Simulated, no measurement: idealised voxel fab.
A process module follows: voxel self aligned contacts.
Square cell edge 5 nm, section width 220 nm, ID cut.
Cross-section spec: square-cell grid; bands listed top down; each band is one or more rows.
For a band, the entry starts with two heights in nm, that of the top and then that of the bottom, and carries on with the band's materials in order from left to right, each alongside its width in nm; the word "full width" beside a single material means it fills the band edge to edge, and "air" means empty space.
Heights are expressed relative to 0, this being the level below which the as-received wafer comprises one material exclusively. The lowest band is unbounded in the downward direction and is denoted as in "0 down".
Per-row width for "30..40": begins at first number (top row of band), ends at second number (bottom row), increment between rows held constant.
"everything unchanged" -> step changed no cross-section cell.
The entry titled "Closed internal voids" provides the empty spaces that have no open way to the top, restricted to those of 8 cells or more. Each is presented as width x height at distance, the distance being measured from the left edge, with all three in nm.
If you see something after the settings on a step's line, that's the simulator's own remark about that step.
What "overlay nm" on a step's line means: if the step has a mask, that mask lay this far to the right of its planned place, or, when the value is negative, to the left.
Heads up before you read on: it's before/after pairs around one process step each, after side only down to the lowest band that changed, step plus settings under the pair. Pairs can be from different runs of this module, same starting wafer, so only chain a pair onto the one above if its "Status quo ante" entry says so.

[Status quo ante]
* 0 down: Si full width
* Closed internal voids: none

[Post-Step Snapshot]
* 0 to -5: SiO2 full width
* Unchanged below -5.
* Closed internal voids: none
Step between the cross-sections above: op OXIDIZE | depth nm 5

Status quo ante: this step begins from the cross-section that the pair just above shows after its step.

[Post-Step Snapshot]
* 25 to 0: polySi full width
* Unchanged below 0.
* Closed internal voids: none
Step between the cross-sections above: op DIRECTIONAL_DEP | material polySi | thk nm 25

Status quo ante: this step begins from the cross-section that the pair just above shows after its step.

[Post-Step Snapshot]
* 45 to 25: SiN full width
* Unchanged below 25.
* Closed internal voids: none
Step between the cross-sections above: op DIRECTIONAL_DEP | material SiN | thk nm 20

Status quo ante: this step begins from the cross-section that the pair just above shows after its step.

[Post-Step Snapshot]
* 65 to 45: air 70; resist 25; air 30; resist 25; air 70
* Unchanged below 45.
* Closed internal voids: none
Step between the cross-sections above: op PATTERN | tone cover | mask id GATE | material resist | width nm 25 | pitch nm 55 | thk nm 20 | overlay nm 0

Status quo ante: this step begins from the cross-section that the pair just above shows after its step.

[Post-Step Snapshot]
* 65 to 45: air 70; resist 25; air 30; resist 25; air 70
* 45 to 25: air 70; SiN 25; air 30; SiN 25; air 70
* Unchanged below 25.
* Closed internal voids: none
Step between the cross-sections above: op DIRECTIONAL_ETCH | etch materials SiN | depth nm 20

Status quo ante: this step begins from the cross-section that the pair just above shows after its step.

[Post-Step Snapshot]
* 65 to 45: air 70; resist 25; air 30; resist 25; air 70
* 45 to 25: air 70; SiN 25; air 30; SiN 25; air 70
* 25 to 0: air 70; polySi 25; air 30; polySi 25; air 70
* Unchanged below 0.
* Closed internal voids: none
Step between the cross-sections above: op DIRECTIONAL_ETCH | etch materials polySi | depth nm 25

Status quo ante: this step begins from the cross-section that the pair just above shows after its step.

[Post-Step Snapshot]
* 45 to 25: air 70; SiN 25; air 30; SiN 25; air 70
* Unchanged below 25.
* Closed internal voids: none
Step between the cross-sections above: op STRIP | etch materials resist

Status quo ante: this step begins from the cross-section that the pair just above shows after its step.

[Post-Step Snapshot]
* 50 to 25: air 65; SiN 35; air 20; SiN 35; air 65
* 25 to 5: air 65; SiN 5; polySi 25; SiN 5; air 20; SiN 5; polySi 25; SiN 5; air 65
* 5 to 0: SiN 70; polySi 25; SiN 30; polySi 25; SiN 70
* Unchanged below 0.
* Closed internal voids: none
Step between the cross-sections above: op CONFORMAL_DEP | material SiN | thk nm 5

Status quo ante: this step begins from the cross-section that the pair just above shows after its step.

[Post-Step Snapshot]
* 45 to 25: air 65; SiN 35; air 20; SiN 35; air 65
* 25 to 0: air 65; SiN 5; polySi 25; SiN 5; air 20; SiN 5; polySi 25; SiN 5; air 65
* Unchanged below 0.
* Closed internal voids: none
Step between the cross-sections above: op DIRECTIONAL_ETCH | etch materials SiN | depth nm 5

Status quo ante: this step begins from the cross-section that the pair just above shows after its step.

[Post-Step Snapshot]
* 60 to 45: SiO2 full width
* 45 to 25: SiO2 65; SiN 35; SiO2 20; SiN 35; SiO2 65
* 25 to 0: SiO2 65; SiN 5; polySi 25; SiN 5; SiO2 20; SiN 5; polySi 25; SiN 5; SiO2 65
* Unchanged below 0.
* Closed internal voids: none
Step between the cross-sections above: op FILL_DEP | material SiO2 | thk nm 15

Status quo ante: this step begins from the cross-section that the pair just above shows after its step.

[Post-Step Snapshot]
* 50 to 45: SiO2 full width
* Unchanged below 45.
* Closed internal voids: none
Step between the cross-sections above: op CMP | height nm 50

Status quo ante: this step begins from the cross-section that the pair just above shows after its step.

[Post-Step Snapshot]
* 70 to 50: resist 90; air 40; resist 90
* Unchanged below 50.
* Closed internal voids: none
Step between the cross-sections above: op PATTERN | tone open | mask id CONTACT | material resist | width nm 40 | thk nm 20 | overlay nm 0

Status quo ante: this step begins from the cross-section that the pair just above shows after its step.

[Post-Step Snapshot]
* 70 to 50: resist 90; air 40; resist 90
* 50 to 45: SiO2 90; air 40; SiO2 90
* 45 to 25: SiO2 65; SiN 35; air 20; SiN 35; SiO2 65
* 25 to 0: SiO2 65; SiN 5; polySi 25; SiN 5; air 20; SiN 5; polySi 25; SiN 5; SiO2 65
* 0 to -5: SiO2 100; air 20; SiO2 100
* Unchanged below -5.
* Closed internal voids: none
Step between the cross-sections above: op DIRECTIONAL_ETCH | etch materials SiO2 | depth nm 55

Status quo ante: this step begins from the cross-section that the pair just above shows after its step.

[Post-Step Snapshot]
* 50 to 45: SiO2 90; air 40; SiO2 90
* Unchanged below 45.
* Closed internal voids: none
Step between the cross-sections above: op STRIP | etch materials resist

Status quo ante: this step begins from the cross-section that the pair just above shows after its step.

[Post-Step Snapshot]
* 55 to 50: TiN 95; air 30; TiN 95
* 50 to 45: SiO2 90; TiN 15; air 10; TiN 15; SiO2 90
* 45 to 25: SiO2 65; SiN 35; TiN 5; air 10; TiN 5; SiN 35; SiO2 65
* 25 to 0: SiO2 65; SiN 5; polySi 25; SiN 5; TiN 5; air 10; TiN 5; SiN 5; polySi 25; SiN 5; SiO2 65
* 0 to -5: SiO2 100; TiN 20; SiO2 100
* Unchanged below -5.
* Closed internal voids: none
Step between the cross-sections above: op CONFORMAL_DEP | material TiN | thk nm 5

Status quo ante: this step begins from the cross-section that the pair just above shows after its step.

[Post-Step Snapshot]
* 65 to 55: Ru full width
* 55 to 50: TiN 95; Ru 30; TiN 95
* 50 to 45: SiO2 90; TiN 15; Ru 10; TiN 15; SiO2 90
* 45 to 25: SiO2 65; SiN 35; TiN 5; Ru 10; TiN 5; SiN 35; SiO2 65
* 25 to 0: SiO2 65; SiN 5; polySi 25; SiN 5; TiN 5; Ru 10; TiN 5; SiN 5; polySi 25; SiN 5; SiO2 65
* Unchanged below 0.
* Closed internal voids: none
Step between the cross-sections above: op FILL_DEP | material Ru | thk nm 10

Status quo ante: this step begins from the cross-section that the pair just above shows after its step.

[Post-Step Snapshot]
* 50 to 45: SiO2 90; TiN 15; Ru 10; TiN 15; SiO2 90
* Unchanged below 45.
* Closed internal voids: none
Step between the cross-sections above: op CMP | height nm 50

Status quo ante: this step begins from the cross-section that the pair just above shows after its step.

[Post-Step Snapshot]
* 55 to 50: SiN full width
* Unchanged below 50.
* Closed internal voids: none
Step between the cross-sections above: op CONFORMAL_DEP | material SiN | thk nm 5

[Status quo ante]
* 65 to 55: Ru full width
* 55 to 50: TiN 95; Ru 30; TiN 95
* 50 to 45: SiO2 90; TiN 15; Ru 10; TiN 15; SiO2 90
* 45 to 25: SiO2 65; SiN 35; TiN 5; Ru 10; TiN 5; SiN 35; SiO2 65
* 25 to 0: SiO2 65; SiN 5; polySi 25; SiN 5; TiN 5; Ru 10; TiN 5; SiN 5; polySi 25; SiN 5; SiO2 65
* 0 to -5: SiO2 100; TiN 20; SiO2 100
* -5 down: Si full width
* Closed internal voids: none

[Post-Step Snapshot]
* 70 to 65: SiN full width
* Unchanged below 65.
* Closed internal voids: none
Step between the cross-sections above: op CONFORMAL_DEP | material SiN | thk nm 5

[Status quo ante]
* 45 to 25: SiN full width
* 25 to 0: polySi full width
* 0 to -5: SiO2 full width
* -5 down: Si full width
* Closed internal voids: none

[Post-Step Snapshot]
* 65 to 25: SiN full width
* Unchanged below 25.
* Closed internal voids: none
Step between the cross-sections above: op DIRECTIONAL_DEP | material SiN | thk nm 20

Status quo ante: this step begins from the cross-section that the pair just above shows after its step.

[Post-Step Snapshot]
* 85 to 65: air 70; resist 25; air 30; resist 25; air 70
* Unchanged below 65.
* Closed internal voids: none
Step between the cross-sections above: op PATTERN | tone cover | mask id GATE | material resist | width nm 25 | pitch nm 55 | thk nm 20 | overlay nm 0

Status quo ante: this step begins from the cross-section that the pair just above shows after its step.

[Post-Step Snapshot]
* 85 to 65: air 70; resist 25; air 30; resist 25; air 70
* 65 to 45: air 70; SiN 25; air 30; SiN 25; air 70
* Unchanged below 45.
* Closed internal voids: none
Step between the cross-sections above: op DIRECTIONAL_ETCH | etch materials SiN | depth nm 20

Status quo ante: this step begins from the cross-section that the pair just above shows after its step.

[Post-Step Snapshot]
* 65 to 45: air 70; SiN 25; air 30; SiN 25; air 70
* Unchanged below 45.
* Closed internal voids: none
Step between the cross-sections above: op STRIP | etch materials resist

Status quo ante: this step begins from the cross-section that the pair just above shows after its step.

[Post-Step Snapshot]
* 70 to 50: air 65; SiN 35; air 20; SiN 35; air 65
* 50 to 25: SiN full width
* Unchanged below 25.
* Closed internal voids: none
Step between the cross-sections above: op CONFORMAL_DEP | material SiN | thk nm 5

Status quo ante: this step begins from the cross-section that the pair just above shows after its step.

[Post-Step Snapshot]
* 65 to 45: air 65; SiN 35; air 20; SiN 35; air 65
* Unchanged below 45.
* Closed internal voids: none
Step between the cross-sections above: op DIRECTIONAL_ETCH | etch materials SiN | depth nm 5

Status quo ante: this step begins from the cross-section that the pair just above shows after its step.

[Post-Step Snapshot]
* 80 to 65: SiO2 full width
* 65 to 45: SiO2 65; SiN 35; SiO2 20; SiN 35; SiO2 65
* Unchanged below 45.
* Closed internal voids: none
Step between the cross-sections above: op FILL_DEP | material SiO2 | thk nm 15

Status quo ante: this step begins from the cross-section that the pair just above shows after its step.

[Post-Step Snapshot]
* 50 to 45: SiO2 65; SiN 35; SiO2 20; SiN 35; SiO2 65
* Unchanged below 45.
* Closed internal voids: none
Step between the cross-sections above: op CMP | height nm 50

Status quo ante: this step begins from the cross-section that the pair just above shows after its step.

[Post-Step Snapshot]
* 70 to 50: resist 90; air 40; resist 90
* Unchanged below 50.
* Closed internal voids: none
Step between the cross-sections above: op PATTERN | tone open | mask id CONTACT | material resist | width nm 40 | thk nm 20 | overlay nm 0

Status quo ante: this step begins from the cross-section that the pair just above shows after its step.

[Post-Step Snapshot]
* 70 to 50: resist 90; air 40; resist 90
* 50 to 45: SiO2 65; SiN 35; air 20; SiN 35; SiO2 65
* Unchanged below 45.
* Closed internal voids: none
Step between the cross-sections above: op DIRECTIONAL_ETCH | etch materials SiO2 | depth nm 55

Status quo ante: this step begins from the cross-section that the pair just above shows after its step.

[Post-Step Snapshot]
* 50 to 45: SiO2 65; SiN 35; air 20; SiN 35; SiO2 65
* Unchanged below 45.
* Closed internal voids: none
Step between the cross-sections above: op STRIP | etch materials resist

Status quo ante: this step begins from the cross-section that the pair just above shows after its step.

[Post-Step Snapshot]
* 55 to 50: TiN 105; air 10; TiN 105
* 50 to 45: SiO2 65; SiN 35; TiN 20; SiN 35; SiO2 65
* Unchanged below 45.
* Closed internal voids: none
Step between the cross-sections above: op CONFORMAL_DEP | material TiN | thk nm 5

Status quo ante: this step begins from the cross-section that the pair just above shows after its step.

[Post-Step Snapshot]
* 65 to 55: Ru full width
* 55 to 50: TiN 105; Ru 10; TiN 105
* Unchanged below 50.
* Closed internal voids: none
Step between the cross-sections above: op FILL_DEP | material Ru | thk nm 10

Status quo ante: this step begins from the cross-section that the pair just above shows after its step.

[Post-Step Snapshot]
* 50 to 45: SiO2 65; SiN 35; TiN 20; SiN 35; SiO2 65
* Unchanged below 45.
* Closed internal voids: none
Step between the cross-sections above: op CMP | height nm 50

Status quo ante: this step begins from the cross-section that the pair just above shows after its step.

[Post-Step Snapshot]
* 55 to 50: SiN full width
* Unchanged below 50.
* Closed internal voids: none
Step between the cross-sections above: op CONFORMAL_DEP | material SiN | thk nm 5

[Status quo ante]
* 0 down: Si full width
* Closed internal voids: none

[Post-Step Snapshot]
* 25 to 0: polySi full width
* Unchanged below 0.
* Closed internal voids: none
Step between the cross-sections above: op DIRECTIONAL_DEP | material polySi | thk nm 25

Status quo ante: this step begins from the cross-section that the pair just above shows after its step.

[Post-Step Snapshot]
* 25 to 20: SiO2 full width
* Unchanged below 20.
* Closed internal voids: none
Step between the cross-sections above: op OXIDIZE | depth nm 5

Status quo ante: this step begins from the cross-section that the pair just above shows after its step.

[Post-Step Snapshot]
* 45 to 25: SiN full width
* Unchanged below 25.
* Closed internal voids: none
Step between the cross-sections above: op DIRECTIONAL_DEP | material SiN | thk nm 20

Status quo ante: this step begins from the cross-section that the pair just above shows after its step.

[Post-Step Snapshot]
* 65 to 45: air 70; resist 25; air 30; resist 25; air 70
* Unchanged below 45.
* Closed internal voids: none
Step between the cross-sections above: op PATTERN | tone cover | mask id GATE | material resist | width nm 25 | pitch nm 55 | thk nm 20 | overlay nm 0

Status quo ante: this step begins from the cross-section that the pair just above shows after its step.

[Post-Step Snapshot]
* 65 to 45: air 70; resist 25; air 30; resist 25; air 70
* 45 to 25: air 70; SiN 25; air 30; SiN 25; air 70
* Unchanged below 25.
* Closed internal voids: none
Step between the cross-sections above: op DIRECTIONAL_ETCH | etch materials SiN | depth nm 20

Status quo ante: this step begins from the cross-section that the pair just above shows after its step.

[Post-Step Snapshot]
* 45 to 25: air 70; SiN 25; air 30; SiN 25; air 70
* Unchanged below 25.
* Closed internal voids: none
Step between the cross-sections above: op STRIP | etch materials resist

Status quo ante: this step begins from the cross-section that the pair just above shows after its step.

[Post-Step Snapshot]
* 50 to 30: air 65; SiN 35; air 20; SiN 35; air 65
* 30 to 25: SiN full width
* Unchanged below 25.
* Closed internal voids: none
Step between the cross-sections above: op CONFORMAL_DEP | material SiN | thk nm 5

Status quo ante: this step begins from the cross-section that the pair just above shows after its step.

[Post-Step Snapshot]
* 45 to 25: air 65; SiN 35; air 20; SiN 35; air 65
* Unchanged below 25.
* Closed internal voids: none
Step between the cross-sections above: op DIRECTIONAL_ETCH | etch materials SiN | depth nm 5

Status quo ante: this step begins from the cross-section that the pair just above shows after its step.

[Post-Step Snapshot]
* 60 to 45: SiO2 full width
* 45 to 25: SiO2 65; SiN 35; SiO2 20; SiN 35; SiO2 65
* Unchanged below 25.
* Closed internal voids: none
Step between the cross-sections above: op FILL_DEP | material SiO2 | thk nm 15

Status quo ante: this step begins from the cross-section that the pair just above shows after its step.

[Post-Step Snapshot]
* 50 to 45: SiO2 full width
* Unchanged below 45.
* Closed internal voids: none
Step between the cross-sections above: op CMP | height nm 50

Status quo ante: this step begins from the cross-section that the pair just above shows after its step.

[Post-Step Snapshot]
* 70 to 50: resist 90; air 40; resist 90
* Unchanged below 50.
* Closed internal voids: none
Step between the cross-sections above: op PATTERN | tone open | mask id CONTACT | material resist | width nm 40 | thk nm 20 | overlay nm 0

Status quo ante: this step begins from the cross-section that the pair just above shows after its step.

[Post-Step Snapshot]
* 70 to 50: resist 90; air 40; resist 90
* 50 to 45: SiO2 90; air 40; SiO2 90
* 45 to 25: SiO2 65; SiN 35; air 20; SiN 35; SiO2 65
* 25 to 20: SiO2 100; air 20; SiO2 100
* Unchanged below 20.
* Closed internal voids: none
Step between the cross-sections above: op DIRECTIONAL_ETCH | etch materials SiO2 | depth nm 55

Status quo ante: this step begins from the cross-section that the pair just above shows after its step.

[Post-Step Snapshot]
* 50 to 45: SiO2 90; air 40; SiO2 90
* Unchanged below 45.
* Closed internal voids: none
Step between the cross-sections above: op STRIP | etch materials resist

Status quo ante: this step begins from the cross-section that the pair just above shows after its step.

[Post-Step Snapshot]
* 55 to 50: TiN 95; air 30; TiN 95
* 50 to 45: SiO2 90; TiN 15; air 10; TiN 15; SiO2 90
* 45 to 25: SiO2 65; SiN 35; TiN 5; air 10; TiN 5; SiN 35; SiO2 65
* 25 to 20: SiO2 100; TiN 20; SiO2 100
* Unchanged below 20.
* Closed internal voids: none
Step between the cross-sections above: op CONFORMAL_DEP | material TiN | thk nm 5

Status quo ante: this step begins from the cross-section that the pair just above shows after its step.

[Post-Step Snapshot]
* 65 to 55: Ru full width
* 55 to 50: TiN 95; Ru 30; TiN 95
* 50 to 45: SiO2 90; TiN 15; Ru 10; TiN 15; SiO2 90
* 45 to 25: SiO2 65; SiN 35; TiN 5; Ru 10; TiN 5; SiN 35; SiO2 65
* Unchanged below 25.
* Closed internal voids: none
Step between the cross-sections above: op FILL_DEP | material Ru | thk nm 10

Status quo ante: this step begins from the cross-section that the pair just above shows after its step.

[Post-Step Snapshot]
* 50 to 45: SiO2 90; TiN 15; Ru 10; TiN 15; SiO2 90
* Unchanged below 45.
* Closed internal voids: none
Step between the cross-sections above: op CMP | height nm 50

Status quo ante: this step begins from the cross-section that the pair just above shows after its step.

[Post-Step Snapshot]
* 55 to 50: SiN full width
* Unchanged below 50.
* Closed internal voids: none
Step between the cross-sections above: op CONFORMAL_DEP | material SiN | thk nm 5

[Status quo ante]
* 0 to -5: SiO2 full width
* -5 down: Si full width
* Closed internal voids: none

[Post-Step Snapshot]
* 30 to 0: polySi full width
* Unchanged below 0.
* Closed internal voids: none
Step between the cross-sections above: op DIRECTIONAL_DEP | material polySi | thk nm 30

Status quo ante: this step begins from the cross-section that the pair just above shows after its step.

[Post-Step Snapshot]
* 50 to 30: SiN full width
* Unchanged below 30.
* Closed internal voids: none
Step between the cross-sections above: op DIRECTIONAL_DEP | material SiN | thk nm 20

Status quo ante: this step begins from the cross-section that the pair just above shows after its step.

[Post-Step Snapshot]
* 70 to 50: air 70; resist 25; air 30; resist 25; air 70
* Unchanged below 50.
* Closed internal voids: none
Step between the cross-sections above: op PATTERN | tone cover | mask id GATE | material resist | width nm 25 | pitch nm 55 | thk nm 20 | overlay nm 0

Status quo ante: this step begins from the cross-section that the pair just above shows after its step.

[Post-Step Snapshot]
* 70 to 50: air 70; resist 25; air 30; resist 25; air 70
* 50 to 30: air 70; SiN 25; air 30; SiN 25; air 70
* Unchanged below 30.
* Closed internal voids: none
Step between the cross-sections above: op DIRECTIONAL_ETCH | etch materials SiN | depth nm 20

Status quo ante: this step begins from the cross-section that the pair just above shows after its step.

[Post-Step Snapshot]
* 70 to 50: air 70; resist 25; air 30; resist 25; air 70
* 50 to 30: air 70; SiN 25; air 30; SiN 25; air 70
* 30 to 5: air 70; polySi 25; air 30; polySi 25; air 70
* Unchanged below 5.
* Closed internal voids: none
Step between the cross-sections above: op DIRECTIONAL_ETCH | etch materials polySi | depth nm 25

Status quo ante: this step begins from the cross-section that the pair just above shows after its step.

[Post-Step Snapshot]
* 50 to 30: air 70; SiN 25; air 30; SiN 25; air 70
* Unchanged below 30.
* Closed internal voids: none
Step between the cross-sections above: op STRIP | etch materials resist

Status quo ante: this step begins from the cross-section that the pair just above shows after its step.

[Post-Step Snapshot]
* 55 to 30: air 65; SiN 35; air 20; SiN 35; air 65
* 30 to 10: air 65; SiN 5; polySi 25; SiN 5; air 20; SiN 5; polySi 25; SiN 5; air 65
* 10 to 5: SiN 70; polySi 25; SiN 30; polySi 25; SiN 70
* Unchanged below 5.
* Closed internal voids: none
Step between the cross-sections above: op CONFORMAL_DEP | material SiN | thk nm 5

Status quo ante: this step begins from the cross-section that the pair just above shows after its step.

[Post-Step Snapshot]
* 50 to 30: air 65; SiN 35; air 20; SiN 35; air 65
* 30 to 5: air 65; SiN 5; polySi 25; SiN 5; air 20; SiN 5; polySi 25; SiN 5; air 65
* Unchanged below 5.
* Closed internal voids: none
Step between the cross-sections above: op DIRECTIONAL_ETCH | etch materials SiN | depth nm 5

Status quo ante: this step begins from the cross-section that the pair just above shows after its step.

[Post-Step Snapshot]
* 65 to 50: SiO2 full width
* 50 to 30: SiO2 65; SiN 35; SiO2 20; SiN 35; SiO2 65
* 30 to 5: SiO2 65; SiN 5; polySi 25; SiN 5; SiO2 20; SiN 5; polySi 25; SiN 5; SiO2 65
* Unchanged below 5.
* Closed internal voids: none
Step between the cross-sections above: op FILL_DEP | material SiO2 | thk nm 15

Status quo ante: this step begins from the cross-section that the pair just above shows after its step.

[Post-Step Snapshot]
* 50 to 30: SiO2 65; SiN 35; SiO2 20; SiN 35; SiO2 65
* Unchanged below 30.
* Closed internal voids: none
Step between the cross-sections above: op CMP | height nm 50

Status quo ante: this step begins from the cross-section that the pair just above shows after its step.

[Post-Step Snapshot]
* 70 to 50: resist 90; air 40; resist 90
* Unchanged below 50.
* Closed internal voids: none
Step between the cross-sections above: op PATTERN | tone open | mask id CONTACT | material resist | width nm 40 | thk nm 20 | overlay nm 0

Status quo ante: this step begins from the cross-section that the pair just above shows after its step.

[Post-Step Snapshot]
* 70 to 50: resist 90; air 40; resist 90
* 50 to 30: SiO2 65; SiN 35; air 20; SiN 35; SiO2 65
* 30 to 5: SiO2 65; SiN 5; polySi 25; SiN 5; air 20; SiN 5; polySi 25; SiN 5; SiO2 65
* Unchanged below 5.
* Closed internal voids: none
Step between the cross-sections above: op DIRECTIONAL_ETCH | etch materials SiO2 | depth nm 55

Status quo ante: this step begins from the cross-section that the pair just above shows after its step.

[Post-Step Snapshot]
* 50 to 30: SiO2 65; SiN 35; air 20; SiN 35; SiO2 65
* Unchanged below 30.
* Closed internal voids: none
Step between the cross-sections above: op STRIP | etch materials resist

Status quo ante: this step begins from the cross-section that the pair just above shows after its step.

[Post-Step Snapshot]
* 55 to 50: TiN 105; air 10; TiN 105
* 50 to 30: SiO2 65; SiN 35; TiN 5; air 10; TiN 5; SiN 35; SiO2 65
* 30 to 10: SiO2 65; SiN 5; polySi 25; SiN 5; TiN 5; air 10; TiN 5; SiN 5; polySi 25; SiN 5; SiO2 65
* 10 to 5: SiO2 65; SiN 5; polySi 25; SiN 5; TiN 20; SiN 5; polySi 25; SiN 5; SiO2 65
* Unchanged below 5.
* Closed internal voids: none
Step between the cross-sections above: op CONFORMAL_DEP | material TiN | thk nm 5

Status quo ante: this step begins from the cross-section that the pair just above shows after its step.

[Post-Step Snapshot]
* 65 to 55: Ru full width
* 55 to 50: TiN 105; Ru 10; TiN 105
* 50 to 30: SiO2 65; SiN 35; TiN 5; Ru 10; TiN 5; SiN 35; SiO2 65
* 30 to 10: SiO2 65; SiN 5; polySi 25; SiN 5; TiN 5; Ru 10; TiN 5; SiN 5; polySi 25; SiN 5; SiO2 65
* Unchanged below 10.
* Closed internal voids: none
Step between the cross-sections above: op FILL_DEP | material Ru | thk nm 10

Status quo ante: this step begins from the cross-section that the pair just above shows after its step.

[Post-Step Snapshot]
* 50 to 30: SiO2 65; SiN 35; TiN 5; Ru 10; TiN 5; SiN 35; SiO2 65
* Unchanged below 30.
* Closed internal voids: none
Step between the cross-sections above: op CMP | height nm 50

Status quo ante: this step begins from the cross-section that the pair just above shows after its step.

[Post-Step Snapshot]
* 55 to 50: SiN full width
* Unchanged below 50.
* Closed internal voids: none
Step between the cross-sections above: op CONFORMAL_DEP | material SiN | thk nm 5

[Status quo ante]
* 50 to 45: SiO2 full width
* 45 to 25: SiO2 65; SiN 35; SiO2 20; SiN 35; SiO2 65
* 25 to 0: SiO2 65; SiN 5; polySi 25; SiN 5; SiO2 20; SiN 5; polySi 25; SiN 5; SiO2 65
* 0 to -5: SiO2 full width
* -5 down: Si full width
* Closed internal voids: none

[Post-Step Snapshot]
* 70 to 50: resist 95; air 30; resist 95
* Unchanged below 50.
* Closed internal voids: none
Step between the cross-sections above: op PATTERN | tone open | mask id CONTACT | material resist | width nm 30 | thk nm 20 | overlay nm 0

Status quo ante: this step begins from the cross-section that the pair just above shows after its step.

[Post-Step Snapshot]
* 70 to 50: resist 95; air 30; resist 95
* 50 to 45: SiO2 95; air 30; SiO2 95
* 45 to 25: SiO2 65; SiN 35; air 20; SiN 35; SiO2 65
* 25 to 0: SiO2 65; SiN 5; polySi 25; SiN 5; air 20; SiN 5; polySi 25; SiN 5; SiO2 65
* 0 to -5: SiO2 100; air 20; SiO2 100
* Unchanged below -5.
* Closed internal voids: none
Step between the cross-sections above: op DIRECTIONAL_ETCH | etch materials SiO2 | depth nm 55

Status quo ante: this step begins from the cross-section that the pair just above shows after its step.

[Post-Step Snapshot]
* 50 to 45: SiO2 95; air 30; SiO2 95
* Unchanged below 45.
* Closed internal voids: none
Step between the cross-sections above: op STRIP | etch materials resist

Status quo ante: this step begins from the cross-section that the pair just above shows after its step.

[Post-Step Snapshot]
* 55 to 50: TiN 100; air 20; TiN 100
* 50 to 45: SiO2 95; TiN 10; air 10; TiN 10; SiO2 95
* 45 to 25: SiO2 65; SiN 35; TiN 5; air 10; TiN 5; SiN 35; SiO2 65
* 25 to 0: SiO2 65; SiN 5; polySi 25; SiN 5; TiN 5; air 10; TiN 5; SiN 5; polySi 25; SiN 5; SiO2 65
* 0 to -5: SiO2 100; TiN 20; SiO2 100
* Unchanged below -5.
* Closed internal voids: none
Step between the cross-sections above: op CONFORMAL_DEP | material TiN | thk nm 5

Status quo ante: this step begins from the cross-section that the pair just above shows after its step.

[Post-Step Snapshot]
* 65 to 55: Ru full width
* 55 to 50: TiN 100; Ru 20; TiN 100
* 50 to 45: SiO2 95; TiN 10; Ru 10; TiN 10; SiO2 95
* 45 to 25: SiO2 65; SiN 35; TiN 5; Ru 10; TiN 5; SiN 35; SiO2 65
* 25 to 0: SiO2 65; SiN 5; polySi 25; SiN 5; TiN 5; Ru 10; TiN 5; SiN 5; polySi 25; SiN 5; SiO2 65
* Unchanged below 0.
* Closed internal voids: none
Step between the cross-sections above: op FILL_DEP | material Ru | thk nm 10

Status quo ante: this step begins from the cross-section that the pair just above shows after its step.

[Post-Step Snapshot]
* 50 to 45: SiO2 95; TiN 10; Ru 10; TiN 10; SiO2 95
* Unchanged below 45.
* Closed internal voids: none
Step between the cross-sections above: op CMP | height nm 50

Status quo ante: this step begins from the cross-section that the pair just above shows after its step.

[Post-Step Snapshot]
* 55 to 50: SiN full width
* Unchanged below 50.
* Closed internal voids: none
Step between the cross-sections above: op CONFORMAL_DEP | material SiN | thk nm 5

[Status quo ante]
* 45 to 25: SiN full width
* 25 to 0: polySi full width
* 0 to -5: SiO2 full width
* -5 down: Si full width
* Closed internal voids: none

[Post-Step Snapshot]
* 65 to 45: air 75; resist 25; air 30; resist 25; air 65
* Unchanged below 45.
* Closed internal voids: none
Step between the cross-sections above: op PATTERN | tone cover | mask id GATE | material resist | width nm 25 | pitch nm 55 | thk nm 20 | overlay nm 5

Status quo ante: this step begins from the cross-section that the pair just above shows after its step.

[Post-Step Snapshot]
* 65 to 45: air 75; resist 25; air 30; resist 25; air 65
* 45 to 25: air 75; SiN 25; air 30; SiN 25; air 65
* Unchanged below 25.
* Closed internal voids: none
Step between the cross-sections above: op DIRECTIONAL_ETCH | etch materials SiN | depth nm 20

Status quo ante: this step begins from the cross-section that the pair just above shows after its step.

[Post-Step Snapshot]
* 65 to 45: air 75; resist 25; air 30; resist 25; air 65
* 45 to 25: air 75; SiN 25; air 30; SiN 25; air 65
* 25 to 0: air 75; polySi 25; air 30; polySi 25; air 65
* Unchanged below 0.
* Closed internal voids: none
Step between the cross-sections above: op DIRECTIONAL_ETCH | etch materials polySi | depth nm 25

Status quo ante: this step begins from the cross-section that the pair just above shows after its step.

[Post-Step Snapshot]
* 45 to 25: air 75; SiN 25; air 30; SiN 25; air 65
* Unchanged below 25.
* Closed internal voids: none
Step between the cross-sections above: op STRIP | etch materials resist

Status quo ante: this step begins from the cross-section that the pair just above shows after its step.

[Post-Step Snapshot]
* 50 to 25: air 70; SiN 35; air 20; SiN 35; air 60
* 25 to 5: air 70; SiN 5; polySi 25; SiN 5; air 20; SiN 5; polySi 25; SiN 5; air 60
* 5 to 0: SiN 75; polySi 25; SiN 30; polySi 25; SiN 65
* Unchanged below 0.
* Closed internal voids: none
Step between the cross-sections above: op CONFORMAL_DEP | material SiN | thk nm 5

Status quo ante: this step begins from the cross-section that the pair just above shows after its step.

[Post-Step Snapshot]
* 45 to 25: air 70; SiN 35; air 20; SiN 35; air 60
* 25 to 0: air 70; SiN 5; polySi 25; SiN 5; air 20; SiN 5; polySi 25; SiN 5; air 60
* Unchanged below 0.
* Closed internal voids: none
Step between the cross-sections above: op DIRECTIONAL_ETCH | etch materials SiN | depth nm 5

Status quo ante: this step begins from the cross-section that the pair just above shows after its step.

[Post-Step Snapshot]
* 60 to 45: SiO2 full width
* 45 to 25: SiO2 70; SiN 35; SiO2 20; SiN 35; SiO2 60
* 25 to 0: SiO2 70; SiN 5; polySi 25; SiN 5; SiO2 20; SiN 5; polySi 25; SiN 5; SiO2 60
* Unchanged below 0.
* Closed internal voids: none
Step between the cross-sections above: op FILL_DEP | material SiO2 | thk nm 15

Status quo ante: this step begins from the cross-section that the pair just above shows after its step.

[Post-Step Snapshot]
* 50 to 45: SiO2 full width
* Unchanged below 45.
* Closed internal voids: none
Step between the cross-sections above: op CMP | height nm 50

Status quo ante: this step begins from the cross-section that the pair just above shows after its step.

[Post-Step Snapshot]
* 70 to 50: resist 90; air 40; resist 90
* Unchanged below 50.
* Closed internal voids: none
Step between the cross-sections above: op PATTERN | tone open | mask id CONTACT | material resist | width nm 40 | thk nm 20 | overlay nm 0

Status quo ante: this step begins from the cross-section that the pair just above shows after its step.

[Post-Step Snapshot]
* 70 to 50: resist 90; air 40; resist 90
* 50 to 45: SiO2 90; air 40; SiO2 90
* 45 to 25: SiO2 70; SiN 35; air 20; SiN 35; SiO2 60
* 25 to 0: SiO2 70; SiN 5; polySi 25; SiN 5; air 20; SiN 5; polySi 25; SiN 5; SiO2 60
* 0 to -5: SiO2 105; air 20; SiO2 95
* Unchanged below -5.
* Closed internal voids: none
Step between the cross-sections above: op DIRECTIONAL_ETCH | etch materials SiO2 | depth nm 55
